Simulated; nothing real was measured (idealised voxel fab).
Process module name: voxel quadruple lines
It is cross-section cut that appears here, measuring 285 nm in width, its square cells being 5 nm in size.
Cross-section, as written here: a square-cell grid given band by band from the top down, where a band holds one or more rows of cells. Heads up on the band format: heights come first, top then bottom, in nm. After that it's the materials left to right, each with its width in nm. A single material flagged "full width" fills the whole band edge to edge, and "air" means there's empty space there. Heads up on the height convention: 0 is the point under which the incoming wafer is all one material, and the lowest band has no bottom, it just keeps going down, like "0 and below". Per-row width for "30 to 40": begins at first number (top row of band), ends at second number (bottom row), increment between rows held constant. You'll sometimes find "left unchanged" written for a step, and that's the way of saying that nowhere in the cross-section did a cell change during that step. "Closed void table" means: voids of 8 cells or more that are shut off from the top with no open way through. Written width x height at distance, distance from the left edge, in nm. Whatever follows a step's settings on its line is a remark the simulator itself makes about that step. overlay nm: for a step with a mask, the amount by which the mask lay right of where it was planned; a negative amount means left of it. In what follows, pairs of cross-sections are presented, each taken before and after one process step, with the after cross-section shown only down to the lowest band that was altered; the step, together with its settings, is stated below the pair. The pairs may stem from different runs of this module on the same starting wafer; accordingly, a pair should be taken as continuing from the one above it solely where its entry headed "State on entry" indicates as much.

### State on entry
  0 and below = Si full width
  Closed void table: none

### after
  5 down to 0 = Al2O3 full width
  Unchanged below 0.
  Closed void table: none
Formally, the process step situated between the two cross-sections above is CONFORMAL_DEP, material Al2O3, thk nm 5

State on entry: It is represented by the cross-section appearing after the step of the pair directly above.

### after
  20 down to 5 = W full width
  Unchanged below 5.
  Closed void table: none
Formally, the process step situated between the two cross-sections above is DIRECTIONAL_DEP, material W, thk nm 15

State on entry: It is represented by the cross-section appearing after the step of the pair directly above.

### after
  40 down to 20 = polySi full width
  Unchanged below 20.
  Closed void table: none
Formally, the process step situated between the two cross-sections above is DIRECTIONAL_DEP, material polySi, thk nm 20

State on entry: It is represented by the cross-section appearing after the step of the pair directly above.

### after
  65 down to 40 = aC full width
  Unchanged below 40.
  Closed void table: none
Formally, the process step situated between the two cross-sections above is DIRECTIONAL_DEP, material aC, thk nm 25

State on entry: It is represented by the cross-section appearing after the step of the pair directly above.

### after
  95 down to 65 = air=125 | resist=30 | air=130
  Unchanged below 65.
  Closed void table: none
Formally, the process step situated between the two cross-sections above is PATTERN, tone cover, mask id MANDREL, material resist, width nm 30, thk nm 30, overlay nm 0

State on entry: It is represented by the cross-section appearing after the step of the pair directly above.

### after
  70 down to 65 = air=125 | resist=30 | air=130
  65 down to 40 = air=125 | aC=30 | air=130
  Unchanged below 40.
  Closed void table: none
Formally, the process step situated between the two cross-sections above is DIRECTIONAL_ETCH, etch materials aC, depth nm 25

State on entry: It is represented by the cross-section appearing after the step of the pair directly above.

### after
  65 down to 40 = air=125 | aC=30 | air=130
  Unchanged below 40.
  Closed void table: none
Formally, the process step situated between the two cross-sections above is STRIP, etch materials resist

State on entry: It is represented by the cross-section appearing after the step of the pair directly above.

### after
  75 down to 65 = air=115 | SiO2=50 | air=120
  65 down to 50 = air=115 | SiO2=10 | aC=30 | SiO2=10 | air=120
  50 down to 40 = SiO2=125 | aC=30 | SiO2=130
  Unchanged below 40.
  Closed void table: none
Formally, the process step situated between the two cross-sections above is CONFORMAL_DEP, material SiO2, thk nm 10

State on entry: It is represented by the cross-section appearing after the step of the pair directly above.

### after
  65 down to 40 = air=115 | SiO2=10 | aC=30 | SiO2=10 | air=120
  Unchanged below 40.
  Closed void table: none
Formally, the process step situated between the two cross-sections above is DIRECTIONAL_ETCH, etch materials SiO2, depth nm 10

State on entry: It is represented by the cross-section appearing after the step of the pair directly above.

### after
  65 down to 40 = air=115 | SiO2=10 | air=30 | SiO2=10 | air=120
  Unchanged below 40.
  Closed void table: none
Formally, the process step situated between the two cross-sections above is STRIP, etch materials aC

State on entry: It is represented by the cross-section appearing after the step of the pair directly above.

### after
  65 down to 40 = air=115 | SiO2=10 | air=30 | SiO2=10 | air=120
  40 down to 20 = air=115 | polySi=10 | air=30 | polySi=10 | air=120
  Unchanged below 20.
  Closed void table: none
Formally, the process step situated between the two cross-sections above is DIRECTIONAL_ETCH, etch materials polySi, depth nm 20

State on entry: It is represented by the cross-section appearing after the step of the pair directly above.

### after
  40 down to 20 = air=115 | polySi=10 | air=30 | polySi=10 | air=120
  Unchanged below 20.
  Closed void table: none
Formally, the process step situated between the two cross-sections above is STRIP, etch materials SiO2

State on entry: It is represented by the cross-section appearing after the step of the pair directly above.

### after
  50 down to 40 = air=105 | SiN=30 | air=10 | SiN=30 | air=110
  40 down to 30 = air=105 | SiN=10 | polySi=10 | SiN=10 | air=10 | SiN=10 | polySi=10 | SiN=10 | air=110
  30 down to 20 = SiN=115 | polySi=10 | SiN=30 | polySi=10 | SiN=120
  Unchanged below 20.
  Closed void table: none
Formally, the process step situated between the two cross-sections above is CONFORMAL_DEP, material SiN, thk nm 10

State on entry: It is represented by the cross-section appearing after the step of the pair directly above.

### after
  40 down to 20 = air=105 | SiN=10 | polySi=10 | SiN=10 | air=10 | SiN=10 | polySi=10 | SiN=10 | air=110
  Unchanged below 20.
  Closed void table: none
Formally, the process step situated between the two cross-sections above is DIRECTIONAL_ETCH, etch materials SiN, depth nm 10

State on entry: It is represented by the cross-section appearing after the step of the pair directly above.

### after
  40 down to 20 = air=105 | SiN=10 | air=10 | SiN=10 | air=10 | SiN=10 | air=10 | SiN=10 | air=110
  Unchanged below 20.
  Closed void table: none
Formally, the process step situated between the two cross-sections above is STRIP, etch materials polySi

State on entry: It is represented by the cross-section appearing after the step of the pair directly above.

### after
  40 down to 20 = air=105 | SiN=10 | air=10 | SiN=10 | air=10 | SiN=10 | air=10 | SiN=10 | air=110
  20 down to 5 = air=105 | W=10 | air=10 | W=10 | air=10 | W=10 | air=10 | W=10 | air=110
  Unchanged below 5.
  Closed void table: none
Formally, the process step situated between the two cross-sections above is DIRECTIONAL_ETCH, etch materials W, depth nm 15

State on entry: It is represented by the cross-section appearing after the step of the pair directly above.

### after
  20 down to 5 = air=105 | W=10 | air=10 | W=10 | air=10 | W=10 | air=10 | W=10 | air=110
  Unchanged below 5.
  Closed void table: none
Formally, the process step situated between the two cross-sections above is STRIP, etch materials SiN

State on entry: It is represented by the cross-section appearing after the step of the pair directly above.

### after
  25 down to 20 = lowk full width
  20 down to 5 = lowk=105 | W=10 | lowk=10 | W=10 | lowk=10 | W=10 | lowk=10 | W=10 | lowk=110
  Unchanged below 5.
  Closed void table: none
Formally, the process step situated between the two cross-sections above is FILL_DEP, material lowk, thk nm 5

State on entry: It is represented by the cross-section appearing after the step of the pair directly above.

### after
  20 down to 5 = lowk=105 | W=10 | lowk=10 | W=10 | lowk=10 | W=10 | lowk=10 | W=10 | lowk=110
  Unchanged below 5.
  Closed void table: none
Formally, the process step situated between the two cross-sections above is CMP, height nm 20

### State on entry
  0 and below = Si full width
  Closed void table: none

### after
  15 down to 0 = W full width
  Unchanged below 0.
  Closed void table: none
Formally, the process step situated between the two cross-sections above is DIRECTIONAL_DEP, material W, thk nm 15

State on entry: It is represented by the cross-section appearing after the step of the pair directly above.

### after
  35 down to 15 = polySi full width
  Unchanged below 15.
  Closed void table: none
Formally, the process step situated between the two cross-sections above is DIRECTIONAL_DEP, material polySi, thk nm 20

State on entry: It is represented by the cross-section appearing after the step of the pair directly above.

### after
  60 down to 35 = aC full width
  Unchanged below 35.
  Closed void table: none
Formally, the process step situated between the two cross-sections above is DIRECTIONAL_DEP, material aC, thk nm 25

State on entry: It is represented by the cross-section appearing after the step of the pair directly above.

### after
  90 down to 60 = air=125 | resist=30 | air=130
  Unchanged below 60.
  Closed void table: none
Formally, the process step situated between the two cross-sections above is PATTERN, tone cover, mask id MANDREL, material resist, width nm 30, thk nm 30, overlay nm 0

State on entry: It is represented by the cross-section appearing after the step of the pair directly above.

### after
  65 down to 60 = air=125 | resist=30 | air=130
  60 down to 35 = air=125 | aC=30 | air=130
  Unchanged below 35.
  Closed void table: none
Formally, the process step situated between the two cross-sections above is DIRECTIONAL_ETCH, etch materials aC, depth nm 25

State on entry: It is represented by the cross-section appearing after the step of the pair directly above.

### after
  60 down to 35 = air=125 | aC=30 | air=130
  Unchanged below 35.
  Closed void table: none
Formally, the process step situated between the two cross-sections above is STRIP, etch materials resist

State on entry: It is represented by the cross-section appearing after the step of the pair directly above.

### after
  70 down to 60 = air=115 | SiO2=50 | air=120
  60 down to 45 = air=115 | SiO2=10 | aC=30 | SiO2=10 | air=120
  45 down to 35 = SiO2=125 | aC=30 | SiO2=130
  Unchanged below 35.
  Closed void table: none
Formally, the process step situated between the two cross-sections above is CONFORMAL_DEP, material SiO2, thk nm 10

State on entry: It is represented by the cross-section appearing after the step of the pair directly above.

### after
  60 down to 35 = air=115 | SiO2=10 | aC=30 | SiO2=10 | air=120
  Unchanged below 35.
  Closed void table: none
Formally, the process step situated between the two cross-sections above is DIRECTIONAL_ETCH, etch materials SiO2, depth nm 10

State on entry: It is represented by the cross-section appearing after the step of the pair directly above.

### after
  60 down to 35 = air=115 | SiO2=10 | air=30 | SiO2=10 | air=120
  Unchanged below 35.
  Closed void table: none
Formally, the process step situated between the two cross-sections above is STRIP, etch materials aC

State on entry: It is represented by the cross-section appearing after the step of the pair directly above.

### after
  60 down to 35 = air=115 | SiO2=10 | air=30 | SiO2=10 | air=120
  35 down to 15 = air=115 | polySi=10 | air=30 | polySi=10 | air=120
  Unchanged below 15.
  Closed void table: none
Formally, the process step situated between the two cross-sections above is DIRECTIONAL_ETCH, etch materials polySi, depth nm 20

State on entry: It is represented by the cross-section appearing after the step of the pair directly above.

### after
  35 down to 15 = air=115 | polySi=10 | air=30 | polySi=10 | air=120
  Unchanged below 15.
  Closed void table: none
Formally, the process step situated between the two cross-sections above is STRIP, etch materials SiO2

State on entry: It is represented by the cross-section appearing after the step of the pair directly above.

### after
  45 down to 35 = air=105 | SiN=30 | air=10 | SiN=30 | air=110
  35 down to 25 = air=105 | SiN=10 | polySi=10 | SiN=10 | air=10 | SiN=10 | polySi=10 | SiN=10 | air=110
  25 down to 15 = SiN=115 | polySi=10 | SiN=30 | polySi=10 | SiN=120
  Unchanged below 15.
  Closed void table: none
Formally, the process step situated between the two cross-sections above is CONFORMAL_DEP, material SiN, thk nm 10

State on entry: It is represented by the cross-section appearing after the step of the pair directly above.

### after
  35 down to 15 = air=105 | SiN=10 | polySi=10 | SiN=10 | air=10 | SiN=10 | polySi=10 | SiN=10 | air=110
  Unchanged below 15.
  Closed void table: none
Formally, the process step situated between the two cross-sections above is DIRECTIONAL_ETCH, etch materials SiN, depth nm 10

State on entry: It is represented by the cross-section appearing after the step of the pair directly above.

### after
  35 down to 15 = air=105 | SiN=10 | air=10 | SiN=10 | air=10 | SiN=10 | air=10 | SiN=10 | air=110
  Unchanged below 15.
  Closed void table: none
Formally, the process step situated between the two cross-sections above is STRIP, etch materials polySi

State on entry: It is represented by the cross-section appearing after the step of the pair directly above.

### after
  35 down to 15 = air=105 | SiN=10 | air=10 | SiN=10 | air=10 | SiN=10 | air=10 | SiN=10 | air=110
  15 down to 0 = air=105 | W=10 | air=10 | W=10 | air=10 | W=10 | air=10 | W=10 | air=110
  Unchanged below 0.
  Closed void table: none
Formally, the process step situated between the two cross-sections above is DIRECTIONAL_ETCH, etch materials W, depth nm 15

State on entry: It is represented by the cross-section appearing after the step of the pair directly above.

### after
  15 down to 0 = air=105 | W=10 | air=10 | W=10 | air=10 | W=10 | air=10 | W=10 | air=110
  Unchanged below 0.
  Closed void table: none
Formally, the process step situated between the two cross-sections above is STRIP, etch materials SiN

State on entry: It is represented by the cross-section appearing after the step of the pair directly above.

### after
  20 down to 15 = lowk full width
  15 down to 0 = lowk=105 | W=10 | lowk=10 | W=10 | lowk=10 | W=10 | lowk=10 | W=10 | lowk=110
  Unchanged below 0.
  Closed void table: none
Formally, the process step situated between the two cross-sections above is FILL_DEP, material lowk, thk nm 5

### State on entry
  25 down to 20 = lowk full width
  20 down to 5 = lowk=105 | W=10 | lowk=10 | W=10 | lowk=10 | W=10 | lowk=10 | W=10 | lowk=110
  5 down to 0 = Al2O3 full width
  0 and below = Si full width
  Closed void table: none

### after
  30 down to 20 = lowk full width
  Unchanged below 20.
  Closed void table: none
Formally, the process step situated between the two cross-sections above is FILL_DEP, material lowk, thk nm 5

State on entry: It is represented by the cross-section appearing after the step of the pair directly above.

### after
  20 down to 5 = lowk=105 | W=10 | lowk=10 | W=10 | lowk=10 | W=10 | lowk=10 | W=10 | lowk=110
  Unchanged below 5.
  Closed void table: none
Formally, the process step situated between the two cross-sections above is CMP, height nm 20

### State on entry
  5 down to 0 = Al2O3 full width
  0 and below = Si full width
  Closed void table: none

### after
  25 down to 5 = polySi full width
  Unchanged below 5.
  Closed void table: none
Formally, the process step situated between the two cross-sections above is DIRECTIONAL_DEP, material polySi, thk nm 20

State on entry: It is represented by the cross-section appearing after the step of the pair directly above.

### after
  40 down to 25 = W full width
  Unchanged below 25.
  Closed void table: none
Formally, the process step situated between the two cross-sections above is DIRECTIONAL_DEP, material W, thk nm 15

State on entry: It is represented by the cross-section appearing after the step of the pair directly above.

### after
  65 down to 40 = aC full width
  Unchanged below 40.
  Closed void table: none
Formally, the process step situated between the two cross-sections above is DIRECTIONAL_DEP, material aC, thk nm 25

State on entry: It is represented by the cross-section appearing after the step of the pair directly above.

### after
  95 down to 65 = air=125 | resist=30 | air=130
  Unchanged below 65.
  Closed void table: none
Formally, the process step situated between the two cross-sections above is PATTERN, tone cover, mask id MANDREL, material resist, width nm 30, thk nm 30, overlay nm 0

State on entry: It is represented by the cross-section appearing after the step of the pair directly above.

### after
  70 down to 65 = air=125 | resist=30 | air=130
  65 down to 40 = air=125 | aC=30 | air=130
  Unchanged below 40.
  Closed void table: none
Formally, the process step situated between the two cross-sections above is DIRECTIONAL_ETCH, etch materials aC, depth nm 25

State on entry: It is represented by the cross-section appearing after the step of the pair directly above.

### after
  65 down to 40 = air=125 | aC=30 | air=130
  Unchanged below 40.
  Closed void table: none
Formally, the process step situated between the two cross-sections above is STRIP, etch materials resist

State on entry: It is represented by the cross-section appearing after the step of the pair directly above.

### after
  75 down to 65 = air=115 | SiO2=50 | air=120
  65 down to 50 = air=115 | SiO2=10 | aC=30 | SiO2=10 | air=120
  50 down to 40 = SiO2=125 | aC=30 | SiO2=130
  Unchanged below 40.
  Closed void table: none
Formally, the process step situated between the two cross-sections above is CONFORMAL_DEP, material SiO2, thk nm 10

State on entry: It is represented by the cross-section appearing after the step of the pair directly above.

### after
  65 down to 40 = air=115 | SiO2=10 | aC=30 | SiO2=10 | air=120
  Unchanged below 40.
  Closed void table: none
Formally, the process step situated between the two cross-sections above is DIRECTIONAL_ETCH, etch materials SiO2, depth nm 10

State on entry: It is represented by the cross-section appearing after the step of the pair directly above.

### after
  65 down to 40 = air=115 | SiO2=10 | air=30 | SiO2=10 | air=120
  Unchanged below 40.
  Closed void table: none
Formally, the process step situated between the two cross-sections above is STRIP, etch materials aC

State on entry: It is represented by the cross-section appearing after the step of the pair directly above.

### after
  40 down to 25 = W full width
  Unchanged below 25.
  Closed void table: none
Formally, the process step situated between the two cross-sections above is STRIP, etch materials SiO2

State on entry: It is represented by the cross-section appearing after the step of the pair directly above.

### after
  50 down to 40 = SiN full width
  Unchanged below 40.
  Closed void table: none
Formally, the process step situated between the two cross-sections above is CONFORMAL_DEP, material SiN, thk nm 10

State on entry: It is represented by the cross-section appearing after the step of the pair directly above.

### after
  40 down to 25 = W full width
  Unchanged below 25.
  Closed void table: none
Formally, the process step situated between the two cross-sections above is DIRECTIONAL_ETCH, etch materials SiN, depth nm 10

State on entry: It is represented by the cross-section appearing after the step of the pair directly above.

### after
  25 down to 5 = polySi full width
  Unchanged below 5.
  Closed void table: none
Formally, the process step situated between the two cross-sections above is DIRECTIONAL_ETCH, etch materials W, depth nm 15

State on entry: It is represented by the cross-section appearing after the step of the pair directly above.

### after
  30 down to 25 = lowk full width
  Unchanged below 25.
  Closed void table: none
Formally, the process step situated between the two cross-sections above is FILL_DEP, material lowk, thk nm 5

State on entry: It is represented by the cross-section appearing after the step of the pair directly above.

### after
  20 down to 5 = polySi full width
  Unchanged below 5.
  Closed void table: none
Formally, the process step situated between the two cross-sections above is CMP, height nm 20

### State on entry
  25 down to 20 = lowk full width
  20 down to 5 = lowk=105 | W=10 | lowk=10 | W=10 | lowk=10 | W=10 | lowk=10 | W=10 | lowk=110
  5 down to 0 = Al2O3 full width
  0 and below = Si full width
  Closed void table: none

### after
  10 down to 5 = lowk=105 | W=10 | lowk=10 | W=10 | lowk=10 | W=10 | lowk=10 | W=10 | lowk=110
  Unchanged below 5.
  Closed void table: none
Formally, the process step situated between the two cross-sections above is CMP, height nm 10

### State on entry
  65 down to 40 = aC full width
  40 down to 20 = polySi full width
  20 down to 5 = W full width
  5 down to 0 = Al2O3 full width
  0 and below = Si full width
  Closed void table: none

### after
  95 down to 65 = air=125 | resist=35 | air=125
  Unchanged below 65.
  Closed void table: none
Formally, the process step situated between the two cross-sections above is PATTERN, tone cover, mask id MANDREL, material resist, width nm 35, thk nm 30, overlay nm 0

State on entry: It is represented by the cross-section appearing after the step of the pair directly above.

### after
  70 down to 65 = air=125 | resist=35 | air=125
  65 down to 40 = air=125 | aC=35 | air=125
  Unchanged below 40.
  Closed void table: none
Formally, the process step situated between the two cross-sections above is DIRECTIONAL_ETCH, etch materials aC, depth nm 25

State on entry: It is represented by the cross-section appearing after the step of the pair directly above.

### after
  65 down to 40 = air=125 | aC=35 | air=125
  Unchanged below 40.
  Closed void table: none
Formally, the process step situated between the two cross-sections above is STRIP, etch materials resist

State on entry: It is represented by the cross-section appearing after the step of the pair directly above.

### after
  75 down to 65 = air=115 | SiO2=55 | air=115
  65 down to 50 = air=115 | SiO2=10 | aC=35 | SiO2=10 | air=115
  50 down to 40 = SiO2=125 | aC=35 | SiO2=125
  Unchanged below 40.
  Closed void table: none
Formally, the process step situated between the two cross-sections above is CONFORMAL_DEP, material SiO2, thk nm 10

State on entry: It is represented by the cross-section appearing after the step of the pair directly above.

### after
  65 down to 40 = air=115 | SiO2=10 | aC=35 | SiO2=10 | air=115
  Unchanged below 40.
  Closed void table: none
Formally, the process step situated between the two cross-sections above is DIRECTIONAL_ETCH, etch materials SiO2, depth nm 10

State on entry: It is represented by the cross-section appearing after the step of the pair directly above.

### after
  65 down to 40 = air=115 | SiO2=10 | air=35 | SiO2=10 | air=115
  Unchanged below 40.
  Closed void table: none
Formally, the process step situated between the two cross-sections above is STRIP, etch materials aC

State on entry: It is represented by the cross-section appearing after the step of the pair directly above.

### after
  65 down to 40 = air=115 | SiO2=10 | air=35 | SiO2=10 | air=115
  40 down to 20 = air=115 | polySi=10 | air=35 | polySi=10 | air=115
  Unchanged below 20.
  Closed void table: none
Formally, the process step situated between the two cross-sections above is DIRECTIONAL_ETCH, etch materials polySi, depth nm 20

State on entry: It is represented by the cross-section appearing after the step of the pair directly above.

### after
  40 down to 20 = air=115 | polySi=10 | air=35 | polySi=10 | air=115
  Unchanged below 20.
  Closed void table: none
Formally, the process step situated between the two cross-sections above is STRIP, etch materials SiO2

State on entry: It is represented by the cross-section appearing after the step of the pair directly above.

### after
  50 down to 40 = air=105 | SiN=30 | air=15 | SiN=30 | air=105
  40 down to 30 = air=105 | SiN=10 | polySi=10 | SiN=10 | air=15 | SiN=10 | polySi=10 | SiN=10 | air=105
  30 down to 20 = SiN=115 | polySi=10 | SiN=35 | polySi=10 | SiN=115
  Unchanged below 20.
  Closed void table: none
Formally, the process step situated between the two cross-sections above is CONFORMAL_DEP, material SiN, thk nm 10

State on entry: It is represented by the cross-section appearing after the step of the pair directly above.

### after
  40 down to 20 = air=105 | SiN=10 | polySi=10 | SiN=10 | air=15 | SiN=10 | polySi=10 | SiN=10 | air=105
  Unchanged below 20.
  Closed void table: none
Formally, the process step situated between the two cross-sections above is DIRECTIONAL_ETCH, etch materials SiN, depth nm 10

State on entry: It is represented by the cross-section appearing after the step of the pair directly above.

### after
  40 down to 20 = air=105 | SiN=10 | air=10 | SiN=10 | air=15 | SiN=10 | air=10 | SiN=10 | air=105
  Unchanged below 20.
  Closed void table: none
Formally, the process step situated between the two cross-sections above is STRIP, etch materials polySi

State on entry: It is represented by the cross-section appearing after the step of the pair directly above.

### after
  40 down to 20 = air=105 | SiN=10 | air=10 | SiN=10 | air=15 | SiN=10 | air=10 | SiN=10 | air=105
  20 down to 5 = air=105 | W=10 | air=10 | W=10 | air=15 | W=10 | air=10 | W=10 | air=105
  Unchanged below 5.
  Closed void table: none
Formally, the process step situated between the two cross-sections above is DIRECTIONAL_ETCH, etch materials W, depth nm 15

State on entry: It is represented by the cross-section appearing after the step of the pair directly above.

### after
  20 down to 5 = air=105 | W=10 | air=10 | W=10 | air=15 | W=10 | air=10 | W=10 | air=105
  Unchanged below 5.
  Closed void table: none
Formally, the process step situated between the two cross-sections above is STRIP, etch materials SiN

State on entry: It is represented by the cross-section appearing after the step of the pair directly above.

### after
  25 down to 20 = lowk full width
  20 down to 5 = lowk=105 | W=10 | lowk=10 | W=10 | lowk=15 | W=10 | lowk=10 | W=10 | lowk=105
  Unchanged below 5.
  Closed void table: none
Formally, the process step situated between the two cross-sections above is FILL_DEP, material lowk, thk nm 5

State on entry: It is represented by the cross-section appearing after the step of the pair directly above.

### after
  20 down to 5 = lowk=105 | W=10 | lowk=10 | W=10 | lowk=15 | W=10 | lowk=10 | W=10 | lowk=105
  Unchanged below 5.
  Closed void table: none
Formally, the process step situated between the two cross-sections above is CMP, height nm 20

### State on entry
  65 down to 40 = aC full width
  40 down to 20 = polySi full width
  20 down to 5 = W full width
  5 down to 0 = Al2O3 full width
  0 and below = Si full width
  Closed void table: none

### after
  95 down to 65 = air=120 | resist=30 | air=135
  Unchanged below 65.
  Closed void table: none
Formally, the process step situated between the two cross-sections above is PATTERN, tone cover, mask id MANDREL, material resist, width nm 30, thk nm 30, overlay nm -5

State on entry: It is represented by the cross-section appearing after the step of the pair directly above.

### after
  70 down to 65 = air=120 | resist=30 | air=135
  65 down to 40 = air=120 | aC=30 | air=135
  Unchanged below 40.
  Closed void table: none
Formally, the process step situated between the two cross-sections above is DIRECTIONAL_ETCH, etch materials aC, depth nm 25

State on entry: It is represented by the cross-section appearing after the step of the pair directly above.

### after
  65 down to 40 = air=120 | aC=30 | air=135
  Unchanged below 40.
  Closed void table: none
Formally, the process step situated between the two cross-sections above is STRIP, etch materials resist

State on entry: It is represented by the cross-section appearing after the step of the pair directly above.

### after
  75 down to 65 = air=110 | SiO2=50 | air=125
  65 down to 50 = air=110 | SiO2=10 | aC=30 | SiO2=10 | air=125
  50 down to 40 = SiO2=120 | aC=30 | SiO2=135
  Unchanged below 40.
  Closed void table: none
Formally, the process step situated between the two cross-sections above is CONFORMAL_DEP, material SiO2, thk nm 10

State on entry: It is represented by the cross-section appearing after the step of the pair directly above.

### after
  65 down to 40 = air=110 | SiO2=10 | aC=30 | SiO2=10 | air=125
  Unchanged below 40.
  Closed void table: none
Formally, the process step situated between the two cross-sections above is DIRECTIONAL_ETCH, etch materials SiO2, depth nm 10

State on entry: It is represented by the cross-section appearing after the step of the pair directly above.

### after
  65 down to 40 = air=110 | SiO2=10 | air=30 | SiO2=10 | air=125
  Unchanged below 40.
  Closed void table: none
Formally, the process step situated between the two cross-sections above is STRIP, etch materials aC

State on entry: It is represented by the cross-section appearing after the step of the pair directly above.

### after
  65 down to 40 = air=110 | SiO2=10 | air=30 | SiO2=10 | air=125
  40 down to 20 = air=110 | polySi=10 | air=30 | polySi=10 | air=125
  Unchanged below 20.
  Closed void table: none
Formally, the process step situated between the two cross-sections above is DIRECTIONAL_ETCH, etch materials polySi, depth nm 20

State on entry: It is represented by the cross-section appearing after the step of the pair directly above.

### after
  40 down to 20 = air=110 | polySi=10 | air=30 | polySi=10 | air=125
  Unchanged below 20.
  Closed void table: none
Formally, the process step situated between the two cross-sections above is STRIP, etch materials SiO2

State on entry: It is represented by the cross-section appearing after the step of the pair directly above.

### after
  50 down to 40 = air=100 | SiN=30 | air=10 | SiN=30 | air=115
  40 down to 30 = air=100 | SiN=10 | polySi=10 | SiN=10 | air=10 | SiN=10 | polySi=10 | SiN=10 | air=115
  30 down to 20 = SiN=110 | polySi=10 | SiN=30 | polySi=10 | SiN=125
  Unchanged below 20.
  Closed void table: none
Formally, the process step situated between the two cross-sections above is CONFORMAL_DEP, material SiN, thk nm 10

State on entry: It is represented by the cross-section appearing after the step of the pair directly above.

### after
  40 down to 20 = air=100 | SiN=10 | polySi=10 | SiN=10 | air=10 | SiN=10 | polySi=10 | SiN=10 | air=115
  Unchanged below 20.
  Closed void table: none
Formally, the process step situated between the two cross-sections above is DIRECTIONAL_ETCH, etch materials SiN, depth nm 10

State on entry: It is represented by the cross-section appearing after the step of the pair directly above.

### after
  40 down to 20 = air=100 | SiN=10 | air=10 | SiN=10 | air=10 | SiN=10 | air=10 | SiN=10 | air=115
  Unchanged below 20.
  Closed void table: none
Formally, the process step situated between the two cross-sections above is STRIP, etch materials polySi

State on entry: It is represented by the cross-section appearing after the step of the pair directly above.

### after
  40 down to 20 = air=100 | SiN=10 | air=10 | SiN=10 | air=10 | SiN=10 | air=10 | SiN=10 | air=115
  20 down to 5 = air=100 | W=10 | air=10 | W=10 | air=10 | W=10 | air=10 | W=10 | air=115
  Unchanged below 5.
  Closed void table: none
Formally, the process step situated between the two cross-sections above is DIRECTIONAL_ETCH, etch materials W, depth nm 15

State on entry: It is represented by the cross-section appearing after the step of the pair directly above.

### after
  20 down to 5 = air=100 | W=10 | air=10 | W=10 | air=10 | W=10 | air=10 | W=10 | air=115
  Unchanged below 5.
  Closed void table: none
Formally, the process step situated between the two cross-sections above is STRIP, etch materials SiN

State on entry: It is represented by the cross-section appearing after the step of the pair directly above.

### after
  25 down to 20 = lowk full width
  20 down to 5 = lowk=100 | W=10 | lowk=10 | W=10 | lowk=10 | W=10 | lowk=10 | W=10 | lowk=115
  Unchanged below 5.
  Closed void table: none
Formally, the process step situated between the two cross-sections above is FILL_DEP, material lowk, thk nm 5

State on entry: It is represented by the cross-section appearing after the step of the pair directly above.

### after
  20 down to 5 = lowk=100 | W=10 | lowk=10 | W=10 | lowk=10 | W=10 | lowk=10 | W=10 | lowk=115
  Unchanged below 5.
  Closed void table: none
Formally, the process step situated between the two cross-sections above is CMP, height nm 20

### State on entry
  0 and below = Si full width
  Closed void table: none

### after
  5 down to 0 = polySi full width
  Unchanged below 0.
  Closed void table: none
Formally, the process step situated between the two cross-sections above is CONFORMAL_DEP, material polySi, thk nm 5

State on entry: It is represented by the cross-section appearing after the step of the pair directly above.

### after
  20 down to 5 = W full width
  Unchanged below 5.
  Closed void table: none
Formally, the process step situated between the two cross-sections above is DIRECTIONAL_DEP, material W, thk nm 15

State on entry: It is represented by the cross-section appearing after the step of the pair directly above.

### after
  40 down to 20 = polySi full width
  Unchanged below 20.
  Closed void table: none
Formally, the process step situated between the two cross-sections above is DIRECTIONAL_DEP, material polySi, thk nm 20

State on entry: It is represented by the cross-section appearing after the step of the pair directly above.

### after
  65 down to 40 = aC full width
  Unchanged below 40.
  Closed void table: none
Formally, the process step situated between the two cross-sections above is DIRECTIONAL_DEP, material aC, thk nm 25

State on entry: It is represented by the cross-section appearing after the step of the pair directly above.

### after
  95 down to 65 = air=125 | resist=30 | air=130
  Unchanged below 65.
  Closed void table: none
Formally, the process step situated between the two cross-sections above is PATTERN, tone cover, mask id MANDREL, material resist, width nm 30, thk nm 30, overlay nm 0

State on entry: It is represented by the cross-section appearing after the step of the pair directly above.

### after
  70 down to 65 = air=125 | resist=30 | air=130
  65 down to 40 = air=125 | aC=30 | air=130
  Unchanged below 40.
  Closed void table: none
Formally, the process step situated between the two cross-sections above is DIRECTIONAL_ETCH, etch materials aC, depth nm 25

State on entry: It is represented by the cross-section appearing after the step of the pair directly above.

### after
  65 down to 40 = air=125 | aC=30 | air=130
  Unchanged below 40.
  Closed void table: none
Formally, the process step situated between the two cross-sections above is STRIP, etch materials resist

State on entry: It is represented by the cross-section appearing after the step of the pair directly above.

### after
  75 down to 65 = air=115 | SiO2=50 | air=120
  65 down to 50 = air=115 | SiO2=10 | aC=30 | SiO2=10 | air=120
  50 down to 40 = SiO2=125 | aC=30 | SiO2=130
  Unchanged below 40.
  Closed void table: none
Formally, the process step situated between the two cross-sections above is CONFORMAL_DEP, material SiO2, thk nm 10

State on entry: It is represented by the cross-section appearing after the step of the pair directly above.

### after
  65 down to 40 = air=115 | SiO2=10 | aC=30 | SiO2=10 | air=120
  Unchanged below 40.
  Closed void table: none
Formally, the process step situated between the two cross-sections above is DIRECTIONAL_ETCH, etch materials SiO2, depth nm 10

State on entry: It is represented by the cross-section appearing after the step of the pair directly above.

### after
  65 down to 40 = air=115 | SiO2=10 | air=30 | SiO2=10 | air=120
  Unchanged below 40.
  Closed void table: none
Formally, the process step situated between the two cross-sections above is STRIP, etch materials aC

State on entry: It is represented by the cross-section appearing after the step of the pair directly above.

### after
  65 down to 40 = air=115 | SiO2=10 | air=30 | SiO2=10 | air=120
  40 down to 20 = air=115 | polySi=10 | air=30 | polySi=10 | air=120
  Unchanged below 20.
  Closed void table: none
Formally, the process step situated between the two cross-sections above is DIRECTIONAL_ETCH, etch materials polySi, depth nm 20

State on entry: It is represented by the cross-section appearing after the step of the pair directly above.

### after
  40 down to 20 = air=115 | polySi=10 | air=30 | polySi=10 | air=120
  Unchanged below 20.
  Closed void table: none
Formally, the process step situated between the two cross-sections above is STRIP, etch materials SiO2

State on entry: It is represented by the cross-section appearing after the step of the pair directly above.

### after
  50 down to 40 = air=105 | SiN=30 | air=10 | SiN=30 | air=110
  40 down to 30 = air=105 | SiN=10 | polySi=10 | SiN=10 | air=10 | SiN=10 | polySi=10 | SiN=10 | air=110
  30 down to 20 = SiN=115 | polySi=10 | SiN=30 | polySi=10 | SiN=120
  Unchanged below 20.
  Closed void table: none
Formally, the process step situated between the two cross-sections above is CONFORMAL_DEP, material SiN, thk nm 10
